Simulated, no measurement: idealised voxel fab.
Process module under the name voxel self aligned vias
We display cut, a cross-section 245 nm in width whose square cells are each 5 nm.
Heads up, the way a cross-section reads in here is a grid of square cells, handed over as bands from the top down, with every band being one or more rows of cells. Each band's line starts with the height of the band's top and of its bottom, in nm. Then come its materials from left to right, each with its width in nm. One material with "everywhere" fills the band from edge to edge. "empty" is empty space. Ref level 0: as-received wafer is one material below here. Bottom band extends down with no lower bound ("z 0 and below"). Read "30->40" as a graded width: first number on top, second number at the bottom, same change between each pair of neighbouring rows. Step marked "identical to before"? Then no cell in the cross-section changed in it. In the "Fully sealed cavities" entry, you get each enclosed empty space of 8 cells or more, one with no open way to the top, written width x height at distance, distance from the left edge, in nm. Post-settings text on a step line: simulator's own remark regarding the step. When a step includes a mask, the "overlay nm" setting on its line states how far to the right of its planned place that mask lay, and negative values state how far to the left.

Intended process steps:
step 1: RECEIVE: material Si
step 2: CONFORMAL_DEP: material SiO2, thk nm 15
step 3: CONFORMAL_DEP: material SiCN, thk nm 5
step 4: DIRECTIONAL_DEP: material lowk, thk nm 20
step 5: DIRECTIONAL_DEP: material aC, thk nm 10
step 6: PATTERN: tone open, mask id LINES, material resist, width nm 30, pitch nm 70, thk nm 30, overlay nm 0
step 7: DIRECTIONAL_ETCH: etch materials aC, depth nm 10
step 8: STRIP: etch materials resist
step 9: DIRECTIONAL_ETCH: etch materials lowk, depth nm 20
step 10: STRIP: etch materials aC
step 11: CONFORMAL_DEP: material TiN, thk nm 5
step 12: FILL_DEP: material W, thk nm 10
step 13: CMP: height nm 40
step 14: SELECTIVE_ETCH: etch materials W Ru TiN, depth nm 10
step 15: FILL_DEP: material SiN, thk nm 10
step 16: CMP: height nm 40
step 17: DIRECTIONAL_DEP: material lowk, thk nm 20
step 18: PATTERN: tone open, mask id VIAS, material resist, width nm 40, pitch nm 70, thk nm 15, overlay nm 0
step 19: DIRECTIONAL_ETCH: etch materials lowk, depth nm 20
step 20: DIRECTIONAL_ETCH: etch materials SiN, depth nm 10
step 21: STRIP: etch materials resist
step 22: CONFORMAL_DEP: material TiN, thk nm 5
step 23: FILL_DEP: material Ru, thk nm 10
step 24: CMP: height nm 60
step 25: CONFORMAL_DEP: material SiCN, thk nm 5

The first of two wafers, run as planned:

Cross-section of the wafer upon arrival, representing the state reached after step 1:
    z 0 and below  Si everywhere
    Fully sealed cavities: none

So this is the wafer cross-section right after step 2:
    z 15 to 0  SiO2 everywhere
    Everything under 0 stays put, no change at all.

So this is the wafer cross-section right after step 3:
    z 20 to 15  SiCN everywhere
    Everything under 15 stays put, no change at all.

So this is the wafer cross-section right after step 4:
    z 40 to 20  lowk everywhere
    Everything under 20 stays put, no change at all.

So this is the wafer cross-section right after step 5:
    z 50 to 40  aC everywhere
    Everything under 40 stays put, no change at all.

So this is the wafer cross-section right after step 6:
    z 80 to 50  35 nm resist; 30 nm empty; 40 nm resist; 30 nm empty; 40 nm resist; 30 nm empty; 40 nm resist
    Everything under 50 stays put, no change at all.

So this is the wafer cross-section right after step 7:
    z 70 to 50  35 nm resist; 30 nm empty; 40 nm resist; 30 nm empty; 40 nm resist; 30 nm empty; 40 nm resist
    z 50 to 40  35 nm aC; 30 nm empty; 40 nm aC; 30 nm empty; 40 nm aC; 30 nm empty; 40 nm aC
    Everything under 40 stays put, no change at all.

So this is the wafer cross-section right after step 8:
    z 50 to 40  35 nm aC; 30 nm empty; 40 nm aC; 30 nm empty; 40 nm aC; 30 nm empty; 40 nm aC
    Everything under 40 stays put, no change at all.

So this is the wafer cross-section right after step 9:
    z 50 to 40  35 nm aC; 30 nm empty; 40 nm aC; 30 nm empty; 40 nm aC; 30 nm empty; 40 nm aC
    z 40 to 20  35 nm lowk; 30 nm empty; 40 nm lowk; 30 nm empty; 40 nm lowk; 30 nm empty; 40 nm lowk
    Everything under 20 stays put, no change at all.

So this is the wafer cross-section right after step 10:
    z 40 to 20  35 nm lowk; 30 nm empty; 40 nm lowk; 30 nm empty; 40 nm lowk; 30 nm empty; 40 nm lowk
    Everything under 20 stays put, no change at all.

So this is the wafer cross-section right after step 11:
    z 45 to 40  40 nm TiN; 20 nm empty; 50 nm TiN; 20 nm empty; 50 nm TiN; 20 nm empty; 45 nm TiN
    z 40 to 25  35 nm lowk; 5 nm TiN; 20 nm empty; 5 nm TiN; 40 nm lowk; 5 nm TiN; 20 nm empty; 5 nm TiN; 40 nm lowk; 5 nm TiN; 20 nm empty; 5 nm TiN; 40 nm lowk
    z 25 to 20  35 nm lowk; 30 nm TiN; 40 nm lowk; 30 nm TiN; 40 nm lowk; 30 nm TiN; 40 nm lowk
    Everything under 20 stays put, no change at all.

So this is the wafer cross-section right after step 12:
    z 55 to 45  W everywhere
    z 45 to 40  40 nm TiN; 20 nm W; 50 nm TiN; 20 nm W; 50 nm TiN; 20 nm W; 45 nm TiN
    z 40 to 25  35 nm lowk; 5 nm TiN; 20 nm W; 5 nm TiN; 40 nm lowk; 5 nm TiN; 20 nm W; 5 nm TiN; 40 nm lowk; 5 nm TiN; 20 nm W; 5 nm TiN; 40 nm lowk
    Everything under 25 stays put, no change at all.

So this is the wafer cross-section right after step 13:
    z 40 to 25  35 nm lowk; 5 nm TiN; 20 nm W; 5 nm TiN; 40 nm lowk; 5 nm TiN; 20 nm W; 5 nm TiN; 40 nm lowk; 5 nm TiN; 20 nm W; 5 nm TiN; 40 nm lowk
    Everything under 25 stays put, no change at all.

So this is the wafer cross-section right after step 14:
    z 40 to 30  35 nm lowk; 30 nm empty; 40 nm lowk; 30 nm empty; 40 nm lowk; 30 nm empty; 40 nm lowk
    Everything under 30 stays put, no change at all.

So this is the wafer cross-section right after step 15:
    z 50 to 40  SiN everywhere
    z 40 to 30  35 nm lowk; 30 nm SiN; 40 nm lowk; 30 nm SiN; 40 nm lowk; 30 nm SiN; 40 nm lowk
    Everything under 30 stays put, no change at all.

So this is the wafer cross-section right after step 16:
    z 40 to 30  35 nm lowk; 30 nm SiN; 40 nm lowk; 30 nm SiN; 40 nm lowk; 30 nm SiN; 40 nm lowk
    Everything under 30 stays put, no change at all.

So this is the wafer cross-section right after step 17:
    z 60 to 40  lowk everywhere
    Everything under 40 stays put, no change at all.

So this is the wafer cross-section right after step 18:
    z 75 to 60  30 nm resist; 40 nm empty; 30 nm resist; 40 nm empty; 30 nm resist; 40 nm empty; 35 nm resist
    Everything under 60 stays put, no change at all.

So this is the wafer cross-section right after step 19:
    z 75 to 60  30 nm resist; 40 nm empty; 30 nm resist; 40 nm empty; 30 nm resist; 40 nm empty; 35 nm resist
    z 60 to 40  30 nm lowk; 40 nm empty; 30 nm lowk; 40 nm empty; 30 nm lowk; 40 nm empty; 35 nm lowk
    Everything under 40 stays put, no change at all.

So this is the wafer cross-section right after step 20:
    z 75 to 60  30 nm resist; 40 nm empty; 30 nm resist; 40 nm empty; 30 nm resist; 40 nm empty; 35 nm resist
    z 60 to 40  30 nm lowk; 40 nm empty; 30 nm lowk; 40 nm empty; 30 nm lowk; 40 nm empty; 35 nm lowk
    z 40 to 30  35 nm lowk; 30 nm empty; 40 nm lowk; 30 nm empty; 40 nm lowk; 30 nm empty; 40 nm lowk
    Everything under 30 stays put, no change at all.

So this is the wafer cross-section right after step 21:
    z 60 to 40  30 nm lowk; 40 nm empty; 30 nm lowk; 40 nm empty; 30 nm lowk; 40 nm empty; 35 nm lowk
    Everything under 40 stays put, no change at all.

So this is the wafer cross-section right after step 22:
    z 65 to 60  35 nm TiN; 30 nm empty; 40 nm TiN; 30 nm empty; 40 nm TiN; 30 nm empty; 40 nm TiN
    z 60 to 45  30 nm lowk; 5 nm TiN; 30 nm empty; 5 nm TiN; 30 nm lowk; 5 nm TiN; 30 nm empty; 5 nm TiN; 30 nm lowk; 5 nm TiN; 30 nm empty; 5 nm TiN; 35 nm lowk
    z 45 to 35  30->35 nm lowk; 10->5 nm TiN; 20 nm empty; 10->5 nm TiN; 30->40 nm lowk; 10->5 nm TiN; 20 nm empty; 10->5 nm TiN; 30->40 nm lowk; 10->5 nm TiN; 20 nm empty; 10->5 nm TiN; 35->40 nm lowk
    z 35 to 30  35 nm lowk; 30 nm TiN; 40 nm lowk; 30 nm TiN; 40 nm lowk; 30 nm TiN; 40 nm lowk
    Everything under 30 stays put, no change at all.

So this is the wafer cross-section right after step 23:
    z 75 to 65  Ru everywhere
    z 65 to 60  35 nm TiN; 30 nm Ru; 40 nm TiN; 30 nm Ru; 40 nm TiN; 30 nm Ru; 40 nm TiN
    z 60 to 45  30 nm lowk; 5 nm TiN; 30 nm Ru; 5 nm TiN; 30 nm lowk; 5 nm TiN; 30 nm Ru; 5 nm TiN; 30 nm lowk; 5 nm TiN; 30 nm Ru; 5 nm TiN; 35 nm lowk
    z 45 to 35  30->35 nm lowk; 10->5 nm TiN; 20 nm Ru; 10->5 nm TiN; 30->40 nm lowk; 10->5 nm TiN; 20 nm Ru; 10->5 nm TiN; 30->40 nm lowk; 10->5 nm TiN; 20 nm Ru; 10->5 nm TiN; 35->40 nm lowk
    Everything under 35 stays put, no change at all.

So this is the wafer cross-section right after step 24:
    z 60 to 45  30 nm lowk; 5 nm TiN; 30 nm Ru; 5 nm TiN; 30 nm lowk; 5 nm TiN; 30 nm Ru; 5 nm TiN; 30 nm lowk; 5 nm TiN; 30 nm Ru; 5 nm TiN; 35 nm lowk
    Everything under 45 stays put, no change at all.

So this is the wafer cross-section right after step 25:
    z 65 to 60  SiCN everywhere
    Everything under 60 stays put, no change at all.

Notes, second wafer: start = first wafer's, plan = first wafer's, execution had one mistake; history identical to first through step 21:

The second wafer cut through, at the time step 22 was supposed to be finished:
    z 65 to 60  35 nm W; 30 nm empty; 40 nm W; 30 nm empty; 40 nm W; 30 nm empty; 40 nm W
    z 60 to 45  30 nm lowk; 5 nm W; 30 nm empty; 5 nm W; 30 nm lowk; 5 nm W; 30 nm empty; 5 nm W; 30 nm lowk; 5 nm W; 30 nm empty; 5 nm W; 35 nm lowk
    z 45 to 35  30->35 nm lowk; 10->5 nm W; 20 nm empty; 10->5 nm W; 30->40 nm lowk; 10->5 nm W; 20 nm empty; 10->5 nm W; 30->40 nm lowk; 10->5 nm W; 20 nm empty; 10->5 nm W; 35->40 nm lowk
    z 35 to 30  35 nm lowk; 30 nm W; 40 nm lowk; 30 nm W; 40 nm lowk; 30 nm W; 40 nm lowk
    Everything under 30 stays put, no change at all.

The second wafer cut through, at the time step 23 was supposed to be finished:
    z 75 to 65  Ru everywhere
    z 65 to 60  35 nm W; 30 nm Ru; 40 nm W; 30 nm Ru; 40 nm W; 30 nm Ru; 40 nm W
    z 60 to 45  30 nm lowk; 5 nm W; 30 nm Ru; 5 nm W; 30 nm lowk; 5 nm W; 30 nm Ru; 5 nm W; 30 nm lowk; 5 nm W; 30 nm Ru; 5 nm W; 35 nm lowk
    z 45 to 35  30->35 nm lowk; 10->5 nm W; 20 nm Ru; 10->5 nm W; 30->40 nm lowk; 10->5 nm W; 20 nm Ru; 10->5 nm W; 30->40 nm lowk; 10->5 nm W; 20 nm Ru; 10->5 nm W; 35->40 nm lowk
    Everything under 35 stays put, no change at all.

The second wafer cut through, at the time step 24 was supposed to be finished:
    z 60 to 45  30 nm lowk; 5 nm W; 30 nm Ru; 5 nm W; 30 nm lowk; 5 nm W; 30 nm Ru; 5 nm W; 30 nm lowk; 5 nm W; 30 nm Ru; 5 nm W; 35 nm lowk
    Everything under 45 stays put, no change at all.

The second wafer cut through, at the time step 25 was supposed to be finished:
    z 65 to 60  SiCN everywhere
    Everything under 60 stays put, no change at all.
Error vs. plan: note that step 22 departed from the planned setting and was carried out as CONFORMAL_DEP: material W, thk nm 5
At the finish, the second wafer shows more or fewer cells for some materials than the first does: -54 TiN; +54 W
